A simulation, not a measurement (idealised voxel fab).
Title: Process Module voxel trench capacitor
cross-section cut | 225 nm wide | cells 5 nm
Think of the cross-section as a grid of square cells. We describe it in bands, top to bottom, and each band covers one or more rows of those cells. The entry gives the band's vertical extent as a top height and a bottom height in nm, then its horizontal make-up as materials from left to right, each with a width in nm. "air" stands for empty space; a single material marked "all across" fills the band edge to edge. Counting heights begins at 0, where everything beneath is, in the wafer as received, one material. The lowest band has no bottom; it goes on downwards, as "from 0 down" shows. Quick explanation for "30->40": the width changes in equal steps down the rows of cells, from the first number in the band's top row to the second number in its bottom row. Any step labelled "nothing altered" changed none of the cells in the cross-section. Look at "Closed void entries" for the closed voids: empty spaces with no open path to the top, sized 8 cells or up. Each is width x height at distance, distance from the left edge, all nm. Formally, on a step line, whatever follows the settings is a remark that the simulator itself makes on the step. On any step carrying a mask, the "overlay nm" setting, if present on the step's line, tells how far right of its planned place the mask lay; negative values point to the left.
**Below is the list of planned process steps**
- 1: RECEIVE, material Si
- 2: CONFORMAL_DEP, material SiN, thk nm 5
- 3: MASKED_ETCH, tone open, mask id TRENCH, width nm 25, pitch nm 50, etch materials SiN, depth nm 5, overlay nm 0
- 4: MASKED_ETCH, tone open, mask id TRENCH, width nm 25, pitch nm 50, etch materials Si, depth nm 40, overlay nm 0
- 5: CONFORMAL_DEP, material HfO2, thk nm 5
- 6: CONFORMAL_DEP, material TiN, thk nm 5
- 7: FILL_DEP, material W, thk nm 5
- 8: CMP, height nm 5
**First wafer, two in total, run as planned**
**Here's what the wafer looked like in cross-section when it arrived - that's after step 1**
	from 0 down: Si all across
	Closed void entries: none
**Upon completion of step 2, the wafer appears in cross-section as shown**
	from 5 to 0: SiN all across
	All layers under 0 are left as they were.
**Upon completion of step 3, the wafer appears in cross-section as shown**
	from 5 to 0: SiN=25  air=25  SiN=25  air=25  SiN=25  air=25  SiN=25  air=25  SiN=25
	All layers under 0 are left as they were.
**Upon completion of step 4, the wafer appears in cross-section as shown**
	from 5 to 0: SiN=25  air=25  SiN=25  air=25  SiN=25  air=25  SiN=25  air=25  SiN=25
	from 0 to -40: Si=25  air=25  Si=25  air=25  Si=25  air=25  Si=25  air=25  Si=25
	All layers under -40 are left as they were.
**Upon completion of step 5, the wafer appears in cross-section as shown**
	from 10 to 5: HfO2=30  air=15  HfO2=35  air=15  HfO2=35  air=15  HfO2=35  air=15  HfO2=30
	from 5 to 0: SiN=25  HfO2=5  air=15  HfO2=5  SiN=25  HfO2=5  air=15  HfO2=5  SiN=25  HfO2=5  air=15  HfO2=5  SiN=25  HfO2=5  air=15  HfO2=5  SiN=25
	from 0 to -35: Si=25  HfO2=5  air=15  HfO2=5  Si=25  HfO2=5  air=15  HfO2=5  Si=25  HfO2=5  air=15  HfO2=5  Si=25  HfO2=5  air=15  HfO2=5  Si=25
	from -35 to -40: Si=25  HfO2=25  Si=25  HfO2=25  Si=25  HfO2=25  Si=25  HfO2=25  Si=25
	All layers under -40 are left as they were.
**Upon completion of step 6, the wafer appears in cross-section as shown**
	from 15 to 10: TiN=35  air=5  TiN=45  air=5  TiN=45  air=5  TiN=45  air=5  TiN=35
	from 10 to 5: HfO2=30  TiN=5  air=5  TiN=5  HfO2=35  TiN=5  air=5  TiN=5  HfO2=35  TiN=5  air=5  TiN=5  HfO2=35  TiN=5  air=5  TiN=5  HfO2=30
	from 5 to 0: SiN=25  HfO2=5  TiN=5  air=5  TiN=5  HfO2=5  SiN=25  HfO2=5  TiN=5  air=5  TiN=5  HfO2=5  SiN=25  HfO2=5  TiN=5  air=5  TiN=5  HfO2=5  SiN=25  HfO2=5  TiN=5  air=5  TiN=5  HfO2=5  SiN=25
	from 0 to -30: Si=25  HfO2=5  TiN=5  air=5  TiN=5  HfO2=5  Si=25  HfO2=5  TiN=5  air=5  TiN=5  HfO2=5  Si=25  HfO2=5  TiN=5  air=5  TiN=5  HfO2=5  Si=25  HfO2=5  TiN=5  air=5  TiN=5  HfO2=5  Si=25
	from -30 to -35: Si=25  HfO2=5  TiN=15  HfO2=5  Si=25  HfO2=5  TiN=15  HfO2=5  Si=25  HfO2=5  TiN=15  HfO2=5  Si=25  HfO2=5  TiN=15  HfO2=5  Si=25
	All layers under -35 are left as they were.
**Upon completion of step 7, the wafer appears in cross-section as shown**
	from 20 to 15: W all across
	from 15 to 10: TiN=35  W=5  TiN=45  W=5  TiN=45  W=5  TiN=45  W=5  TiN=35
	from 10 to 5: HfO2=30  TiN=5  W=5  TiN=5  HfO2=35  TiN=5  W=5  TiN=5  HfO2=35  TiN=5  W=5  TiN=5  HfO2=35  TiN=5  W=5  TiN=5  HfO2=30
	from 5 to 0: SiN=25  HfO2=5  TiN=5  W=5  TiN=5  HfO2=5  SiN=25  HfO2=5  TiN=5  W=5  TiN=5  HfO2=5  SiN=25  HfO2=5  TiN=5  W=5  TiN=5  HfO2=5  SiN=25  HfO2=5  TiN=5  W=5  TiN=5  HfO2=5  SiN=25
	from 0 to -30: Si=25  HfO2=5  TiN=5  W=5  TiN=5  HfO2=5  Si=25  HfO2=5  TiN=5  W=5  TiN=5  HfO2=5  Si=25  HfO2=5  TiN=5  W=5  TiN=5  HfO2=5  Si=25  HfO2=5  TiN=5  W=5  TiN=5  HfO2=5  Si=25
	All layers under -30 are left as they were.
**Upon completion of step 8, the wafer appears in cross-section as shown**
	from 5 to 0: SiN=25  HfO2=5  TiN=5  W=5  TiN=5  HfO2=5  SiN=25  HfO2=5  TiN=5  W=5  TiN=5  HfO2=5  SiN=25  HfO2=5  TiN=5  W=5  TiN=5  HfO2=5  SiN=25  HfO2=5  TiN=5  W=5  TiN=5  HfO2=5  SiN=25
	All layers under 0 are left as they were.
**Wafer two. Same start, same plan, one slip in execution. Same as wafer one through step 2, inclusive**
**X-section, second wafer, when step 3 was due to finish**
	from 5 to 0: air=25  SiN=25  air=25  SiN=25  air=25  SiN=25  air=25  SiN=25  air=25
	All layers under 0 are left as they were.
X-section, second wafer, when step 4 was due to finish: nothing altered
**X-section, second wafer, when step 5 was due to finish**
	from 10 to 5: air=20  HfO2=35  air=15  HfO2=35  air=15  HfO2=35  air=15  HfO2=35  air=20
	from 5 to 0: HfO2=25  SiN=25  HfO2=25  SiN=25  HfO2=25  SiN=25  HfO2=25  SiN=25  HfO2=25
	All layers under 0 are left as they were.
**X-section, second wafer, when step 6 was due to finish**
	from 15 to 10: air=15  TiN=45  air=5  TiN=45  air=5  TiN=45  air=5  TiN=45  air=15
	from 10 to 5: TiN=20  HfO2=35  TiN=15  HfO2=35  TiN=15  HfO2=35  TiN=15  HfO2=35  TiN=20
	All layers under 5 are left as they were.
**X-section, second wafer, when step 7 was due to finish**
	from 20 to 15: W all across
	from 15 to 10: W=15  TiN=45  W=5  TiN=45  W=5  TiN=45  W=5  TiN=45  W=15
	All layers under 10 are left as they were.
**X-section, second wafer, when step 8 was due to finish**
	from 5 to 0: HfO2=25  SiN=25  HfO2=25  SiN=25  HfO2=25  SiN=25  HfO2=25  SiN=25  HfO2=25
	All layers under 0 are left as they were.
What was the processing mistake? contrary to plan, step 3 was performed as MASKED_ETCH, tone cover, mask id TRENCH, width nm 25, pitch nm 50, etch materials SiN, depth nm 5, overlay nm 0
Wafer comparison, final, in cells, second relative to first, materials more or fewer: HfO2 -59, Si +160, SiN -5, TiN -68, W -28
